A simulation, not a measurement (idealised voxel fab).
process module | voxel self aligned contacts
cross-section cut | 300 nm wide | cells 5 nm
A cross-section is a grid of square cells, given in bands from the top down. A band is one or more rows of cells.
Each band's line starts with the height of the band's top and of its bottom, in nm. Then come its materials from left to right, each with its width in nm. One material with "throughout" fills the band from edge to edge. "air" is empty space.
Height 0 is the level under which the wafer as received is all one material. The lowest band goes on downwards, as in "0 down".
A width such as "30 to 40" changes by the same amount from each row of cells to the next, from the band's top row to its bottom row.
"no change" after a step means that no cell of the cross-section changed.
closed voids: empty space of 8 cells or more with no open way to the top, each as width x height at its distance from the left edge, in nm
after a step's settings: what the simulator itself notes on the step
overlay nm, on a step with a mask: how far to the right of its planned place the mask lay; to the left if negative
plan
1 op RECEIVE | material Si
2 op OXIDIZE | depth nm 5
3 op DIRECTIONAL_DEP | material polySi | thk nm 30
4 op DIRECTIONAL_DEP | material SiN | thk nm 20
5 op DIRECTIONAL_DEP | material aC | thk nm 15
6 op PATTERN | tone cover | mask id GATE | material resist | width nm 35 | pitch nm 80 | thk nm 35 | overlay nm 0
7 op DIRECTIONAL_ETCH | etch materials aC | depth nm 15
8 op STRIP | etch materials resist
9 op DIRECTIONAL_ETCH | etch materials SiN | depth nm 20
10 op DIRECTIONAL_ETCH | etch materials polySi | depth nm 30
11 op STRIP | etch materials aC
12 op CONFORMAL_DEP | material SiN | thk nm 10
13 op DIRECTIONAL_ETCH | etch materials SiN | depth nm 10
14 op FILL_DEP | material SiO2 | thk nm 20
15 op CMP | height nm 60
16 op PATTERN | tone open | mask id CONTACT | material resist | width nm 65 | thk nm 15 | overlay nm 0
17 op DIRECTIONAL_ETCH | etch materials SiO2 | depth nm 65
18 op STRIP | etch materials resist
19 op CONFORMAL_DEP | material TiN | thk nm 5
20 op FILL_DEP | material W | thk nm 5
21 op CMP | height nm 60
22 op CONFORMAL_DEP | material SiN | thk nm 5
as received, after step 1
  0 down: Si throughout
  closed voids: none
first wafer at the end, as planned
  65 to 60: SiN throughout
  60 to 50: SiO2 115 | TiN 5 to 25 | W 55 to 15 | TiN 5 to 25 | SiO2 120
  50 to 30: SiO2 80 | SiN 55 | TiN 5 | W 15 | TiN 5 | SiN 55 | SiO2 85
  30 to 0: SiO2 80 | SiN 10 | polySi 35 | SiN 10 | TiN 5 | W 15 | TiN 5 | SiN 10 | polySi 35 | SiN 10 | SiO2 85
  0 to -5: SiO2 135 | TiN 25 | SiO2 140
  -5 down: Si throughout
  closed voids: none
second wafer at the end: like start, like plan, one mistake
  65 to 60: SiN throughout
  60 to 50: SiO2 115 | TiN 5 to 30 | W 55 to 5 | TiN 5 to 30 | SiO2 120
  50 to 30: SiO2 75 | SiN 65 | TiN 5 | W 5 | TiN 5 | SiN 65 | SiO2 80
  30 to 0: SiO2 75 | SiN 10 | polySi 45 | SiN 10 | TiN 5 | W 5 | TiN 5 | SiN 10 | polySi 45 | SiN 10 | SiO2 80
  0 to -5: SiO2 140 | TiN 15 | SiO2 145
  -5 down: Si throughout
  closed voids: none
what went wrong: step 6 ran as: op PATTERN | tone cover | mask id GATE | material resist | width nm 45 | pitch nm 80 | thk nm 35 | overlay nm 0
at the end the second wafer has, in cells: 16 more of SiN | 18 fewer of SiO2 | 22 fewer of W | 24 more of polySi
